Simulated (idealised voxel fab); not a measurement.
Process module name: voxel gate over fins
Square cell edge 5 nm, section width 160 nm, ID cut.
Cross-section layout: square cells on a grid; listed as bands, top to bottom; a band spans one or more cell rows.
This entry defines a band. It first specifies the height of the band's top and the height of its bottom in nm, and then specifies the band's materials from left to right, stating each material with its width in nm. The word "edge to edge" identifies a single material that fills the band from edge to edge, while the word "blank" identifies empty space.
We count height from 0. Below that, the starting wafer is all one material. The lowest band never ends at the bottom but goes on down; see "0 and below" for how that is written.
With a width like "30 to 40", each row of cells in the band differs from the next by the same amount, the top row carrying the first number and the bottom row the second.
It should be understood that the words "nothing altered", when stated for a given step, signify that the cross-section underwent no change in any of its cells during that step.
For the entry "Closed voids list", the listed items are empty spaces with no open way to the top whose size is 8 cells or more; each item follows the pattern width x height at distance, where distance is from the left edge and all three are in nm.
after a step's settings: what the simulator itself notes on the step
"overlay nm" on a masked step: distance the mask lay right of its planned place, negative for left.

[plan]
1 op RECEIVE | material Si
2 op CONFORMAL_DEP | material SiN | thk nm 10
3 op MASKED_ETCH | tone cover | mask id FINS | width nm 15 | pitch nm 60 | etch materials SiN | depth nm 10 | overlay nm 0
4 op MASKED_ETCH | tone cover | mask id FINS | width nm 15 | pitch nm 60 | etch materials Si | depth nm 35 | overlay nm 0
5 op OXIDIZE | depth nm 5
6 op FILL_DEP | material SiO2 | thk nm 15
7 op CMP | height nm 10
8 op MASKED_ETCH | tone open | mask id RAIL | width nm 15 | etch materials SiO2 | depth nm 40 | overlay nm 0
9 op CONFORMAL_DEP | material TiN | thk nm 5
10 op FILL_DEP | material Ru | thk nm 5
11 op CMP | height nm 10
12 op SELECTIVE_ETCH | etch materials W Ru TiN | depth nm 25
13 op FILL_DEP | material SiO2 | thk nm 5
14 op CMP | height nm 10
15 op SELECTIVE_ETCH | etch materials SiO2 | depth nm 20
16 op STRIP | etch materials SiN
17 op CONFORMAL_DEP | material HfO2 | thk nm 5
18 op CONFORMAL_DEP | material TiN | thk nm 5
19 op CONFORMAL_DEP | material TiAl | thk nm 5
20 op CONFORMAL_DEP | material TiN | thk nm 5
21 op FILL_DEP | material W | thk nm 10
22 op CMP | height nm 25
23 op CONFORMAL_DEP | material SiN | thk nm 10

[First out of two wafers; run went to plan]

[Cross-section of the wafer upon arrival, representing the state reached after step 1]
  0 and below: Si edge to edge
  Closed voids list: none

[Cross-sectional representation of the wafer at the conclusion of step 2]
  10 down to 0: SiN edge to edge
  For the remainder of the cross-section, below 0, there is no change.

[Cross-sectional representation of the wafer at the conclusion of step 3]
  10 down to 0: blank: 40, SiN: 15, blank: 45, SiN: 15, blank: 45
  For the remainder of the cross-section, below 0, there is no change.

[Cross-sectional representation of the wafer at the conclusion of step 4]
  10 down to 0: blank: 40, SiN: 15, blank: 45, SiN: 15, blank: 45
  0 down to -35: blank: 40, Si: 15, blank: 45, Si: 15, blank: 45
  For the remainder of the cross-section, below -35, there is no change.

[Cross-sectional representation of the wafer at the conclusion of step 5]
  10 down to 0: blank: 40, SiN: 15, blank: 45, SiN: 15, blank: 45
  0 down to -35: blank: 40, SiO2: 5, Si: 5, SiO2: 5, blank: 45, SiO2: 5, Si: 5, SiO2: 5, blank: 45
  -35 down to -40: SiO2: 45, Si: 5, SiO2: 55, Si: 5, SiO2: 50
  For the remainder of the cross-section, below -40, there is no change.

[Cross-sectional representation of the wafer at the conclusion of step 6]
  25 down to 10: SiO2 edge to edge
  10 down to 0: SiO2: 40, SiN: 15, SiO2: 45, SiN: 15, SiO2: 45
  0 down to -40: SiO2: 45, Si: 5, SiO2: 55, Si: 5, SiO2: 50
  For the remainder of the cross-section, below -40, there is no change.

[Cross-sectional representation of the wafer at the conclusion of step 7]
  10 down to 0: SiO2: 40, SiN: 15, SiO2: 45, SiN: 15, SiO2: 45
  For the remainder of the cross-section, below 0, there is no change.

[Cross-sectional representation of the wafer at the conclusion of step 8]
  10 down to 0: SiO2: 40, SiN: 15, SiO2: 15, blank: 15, SiO2: 15, SiN: 15, SiO2: 45
  0 down to -30: SiO2: 45, Si: 5, SiO2: 20, blank: 15, SiO2: 20, Si: 5, SiO2: 50
  For the remainder of the cross-section, below -30, there is no change.

[Cross-sectional representation of the wafer at the conclusion of step 9]
  15 down to 10: TiN: 75, blank: 5, TiN: 80
  10 down to 0: SiO2: 40, SiN: 15, SiO2: 15, TiN: 5, blank: 5, TiN: 5, SiO2: 15, SiN: 15, SiO2: 45
  0 down to -25: SiO2: 45, Si: 5, SiO2: 20, TiN: 5, blank: 5, TiN: 5, SiO2: 20, Si: 5, SiO2: 50
  -25 down to -30: SiO2: 45, Si: 5, SiO2: 20, TiN: 15, SiO2: 20, Si: 5, SiO2: 50
  For the remainder of the cross-section, below -30, there is no change.

[Cross-sectional representation of the wafer at the conclusion of step 10]
  20 down to 15: Ru edge to edge
  15 down to 10: TiN: 75, Ru: 5, TiN: 80
  10 down to 0: SiO2: 40, SiN: 15, SiO2: 15, TiN: 5, Ru: 5, TiN: 5, SiO2: 15, SiN: 15, SiO2: 45
  0 down to -25: SiO2: 45, Si: 5, SiO2: 20, TiN: 5, Ru: 5, TiN: 5, SiO2: 20, Si: 5, SiO2: 50
  For the remainder of the cross-section, below -25, there is no change.

[Cross-sectional representation of the wafer at the conclusion of step 11]
  10 down to 0: SiO2: 40, SiN: 15, SiO2: 15, TiN: 5, Ru: 5, TiN: 5, SiO2: 15, SiN: 15, SiO2: 45
  For the remainder of the cross-section, below 0, there is no change.

[Cross-sectional representation of the wafer at the conclusion of step 12]
  10 down to 0: SiO2: 40, SiN: 15, SiO2: 15, blank: 15, SiO2: 15, SiN: 15, SiO2: 45
  0 down to -15: SiO2: 45, Si: 5, SiO2: 20, blank: 15, SiO2: 20, Si: 5, SiO2: 50
  For the remainder of the cross-section, below -15, there is no change.

[Cross-sectional representation of the wafer at the conclusion of step 13]
  15 down to 10: SiO2 edge to edge
  10 down to 0: SiO2: 40, SiN: 15, SiO2: 45, SiN: 15, SiO2: 45
  0 down to -15: SiO2: 45, Si: 5, SiO2: 55, Si: 5, SiO2: 50
  For the remainder of the cross-section, below -15, there is no change.

[Cross-sectional representation of the wafer at the conclusion of step 14]
  10 down to 0: SiO2: 40, SiN: 15, SiO2: 45, SiN: 15, SiO2: 45
  For the remainder of the cross-section, below 0, there is no change.

[Cross-sectional representation of the wafer at the conclusion of step 15]
  10 down to 0: blank: 40, SiN: 15, blank: 45, SiN: 15, blank: 45
  0 down to -10: blank: 45, Si: 5, blank: 55, Si: 5, blank: 50
  For the remainder of the cross-section, below -10, there is no change.

[Cross-sectional representation of the wafer at the conclusion of step 16]
  0 down to -10: blank: 45, Si: 5, blank: 55, Si: 5, blank: 50
  For the remainder of the cross-section, below -10, there is no change.

[Cross-sectional representation of the wafer at the conclusion of step 17]
  5 down to 0: blank: 40, HfO2: 15, blank: 45, HfO2: 15, blank: 45
  0 down to -5: blank: 40, HfO2: 5, Si: 5, HfO2: 5, blank: 45, HfO2: 5, Si: 5, HfO2: 5, blank: 45
  -5 down to -10: HfO2: 45, Si: 5, HfO2: 55, Si: 5, HfO2: 50
  For the remainder of the cross-section, below -10, there is no change.

[Cross-sectional representation of the wafer at the conclusion of step 18]
  10 down to 5: blank: 35, TiN: 25, blank: 35, TiN: 25, blank: 40
  5 down to 0: blank: 35, TiN: 5, HfO2: 15, TiN: 5, blank: 35, TiN: 5, HfO2: 15, TiN: 5, blank: 40
  0 down to -5: TiN: 40, HfO2: 5, Si: 5, HfO2: 5, TiN: 45, HfO2: 5, Si: 5, HfO2: 5, TiN: 45
  For the remainder of the cross-section, below -5, there is no change.

[Cross-sectional representation of the wafer at the conclusion of step 19]
  15 down to 10: blank: 30, TiAl: 35, blank: 25, TiAl: 35, blank: 35
  10 down to 5: blank: 30, TiAl: 5, TiN: 25, TiAl: 5, blank: 25, TiAl: 5, TiN: 25, TiAl: 5, blank: 35
  5 down to 0: TiAl: 35, TiN: 5, HfO2: 15, TiN: 5, TiAl: 35, TiN: 5, HfO2: 15, TiN: 5, TiAl: 40
  For the remainder of the cross-section, below 0, there is no change.

[Cross-sectional representation of the wafer at the conclusion of step 20]
  20 down to 15: blank: 25, TiN: 45, blank: 15, TiN: 45, blank: 30
  15 down to 10: blank: 25, TiN: 5, TiAl: 35, TiN: 5, blank: 15, TiN: 5, TiAl: 35, TiN: 5, blank: 30
  10 down to 5: TiN: 30, TiAl: 5, TiN: 25, TiAl: 5, TiN: 25, TiAl: 5, TiN: 25, TiAl: 5, TiN: 35
  For the remainder of the cross-section, below 5, there is no change.

[Cross-sectional representation of the wafer at the conclusion of step 21]
  30 down to 20: W edge to edge
  20 down to 15: W: 25, TiN: 45, W: 15, TiN: 45, W: 30
  15 down to 10: W: 25, TiN: 5, TiAl: 35, TiN: 5, W: 15, TiN: 5, TiAl: 35, TiN: 5, W: 30
  For the remainder of the cross-section, below 10, there is no change.

[Cross-sectional representation of the wafer at the conclusion of step 22]
  25 down to 20: W edge to edge
  For the remainder of the cross-section, below 20, there is no change.

[Cross-sectional representation of the wafer at the conclusion of step 23]
  35 down to 25: SiN edge to edge
  For the remainder of the cross-section, below 25, there is no change.

[Second wafer: same start and same plan as the first, one execution error; identical to the first through step 2]

[Cross-sectional view of the second wafer at the intended end time of process step 3]
  10 down to 0: SiN: 40, blank: 15, SiN: 45, blank: 15, SiN: 45
  For the remainder of the cross-section, below 0, there is no change.

Cross-sectional view of the second wafer at the intended end time of process step 4: nothing altered

[Cross-sectional view of the second wafer at the intended end time of process step 5]
  10 down to 0: SiN: 40, blank: 15, SiN: 45, blank: 15, SiN: 45
  0 down to -5: Si: 35, SiO2: 25, Si: 35, SiO2: 25, Si: 40
  For the remainder of the cross-section, below -5, there is no change.

[Cross-sectional view of the second wafer at the intended end time of process step 6]
  25 down to 10: SiO2 edge to edge
  10 down to 0: SiN: 40, SiO2: 15, SiN: 45, SiO2: 15, SiN: 45
  For the remainder of the cross-section, below 0, there is no change.

[Cross-sectional view of the second wafer at the intended end time of process step 7]
  10 down to 0: SiN: 40, SiO2: 15, SiN: 45, SiO2: 15, SiN: 45
  For the remainder of the cross-section, below 0, there is no change.

Cross-sectional view of the second wafer at the intended end time of process step 8: nothing altered

[Cross-sectional view of the second wafer at the intended end time of process step 9]
  15 down to 10: TiN edge to edge
  For the remainder of the cross-section, below 10, there is no change.

[Cross-sectional view of the second wafer at the intended end time of process step 10]
  20 down to 15: Ru edge to edge
  For the remainder of the cross-section, below 15, there is no change.

[Cross-sectional view of the second wafer at the intended end time of process step 11]
  10 down to 0: SiN: 40, SiO2: 15, SiN: 45, SiO2: 15, SiN: 45
  For the remainder of the cross-section, below 0, there is no change.

Cross-sectional view of the second wafer at the intended end time of process step 12: nothing altered

[Cross-sectional view of the second wafer at the intended end time of process step 13]
  15 down to 10: SiO2 edge to edge
  For the remainder of the cross-section, below 10, there is no change.

[Cross-sectional view of the second wafer at the intended end time of process step 14]
  10 down to 0: SiN: 40, SiO2: 15, SiN: 45, SiO2: 15, SiN: 45
  For the remainder of the cross-section, below 0, there is no change.

[Cross-sectional view of the second wafer at the intended end time of process step 15]
  10 down to 0: SiN: 40, blank: 15, SiN: 45, blank: 15, SiN: 45
  0 down to -5: Si: 35, blank: 25, Si: 35, blank: 25, Si: 40
  For the remainder of the cross-section, below -5, there is no change.

[Cross-sectional view of the second wafer at the intended end time of process step 16]
  0 down to -5: Si: 35, blank: 25, Si: 35, blank: 25, Si: 40
  For the remainder of the cross-section, below -5, there is no change.

[Cross-sectional view of the second wafer at the intended end time of process step 17]
  5 down to 0: HfO2: 40, blank: 15, HfO2: 45, blank: 15, HfO2: 45
  0 down to -5: Si: 35, HfO2: 25, Si: 35, HfO2: 25, Si: 40
  For the remainder of the cross-section, below -5, there is no change.

[Cross-sectional view of the second wafer at the intended end time of process step 18]
  10 down to 5: TiN: 45, blank: 5, TiN: 55, blank: 5, TiN: 50
  5 down to 0: HfO2: 40, TiN: 15, HfO2: 45, TiN: 15, HfO2: 45
  For the remainder of the cross-section, below 0, there is no change.

[Cross-sectional view of the second wafer at the intended end time of process step 19]
  15 down to 10: TiAl edge to edge
  10 down to 5: TiN: 45, TiAl: 5, TiN: 55, TiAl: 5, TiN: 50
  For the remainder of the cross-section, below 5, there is no change.

[Cross-sectional view of the second wafer at the intended end time of process step 20]
  20 down to 15: TiN edge to edge
  For the remainder of the cross-section, below 15, there is no change.

[Cross-sectional view of the second wafer at the intended end time of process step 21]
  30 down to 20: W edge to edge
  For the remainder of the cross-section, below 20, there is no change.

[Cross-sectional view of the second wafer at the intended end time of process step 22]
  25 down to 20: W edge to edge
  For the remainder of the cross-section, below 20, there is no change.

[Cross-sectional view of the second wafer at the intended end time of process step 23]
  35 down to 25: SiN edge to edge
  For the remainder of the cross-section, below 25, there is no change.
It is concluded that the wafer was processed incorrectly with respect to the plan, in that so step 3 ended up running with a different setting than we planned, it ran as op MASKED_ETCH | tone open | mask id FINS | width nm 15 | pitch nm 60 | etch materials SiN | depth nm 10 | overlay nm 0
Final cells, second wafer relative to first, materials higher or lower: -4 HfO2 | -2 Ru | +230 Si | -171 SiO2 | -6 TiAl | -19 TiN | -28 W
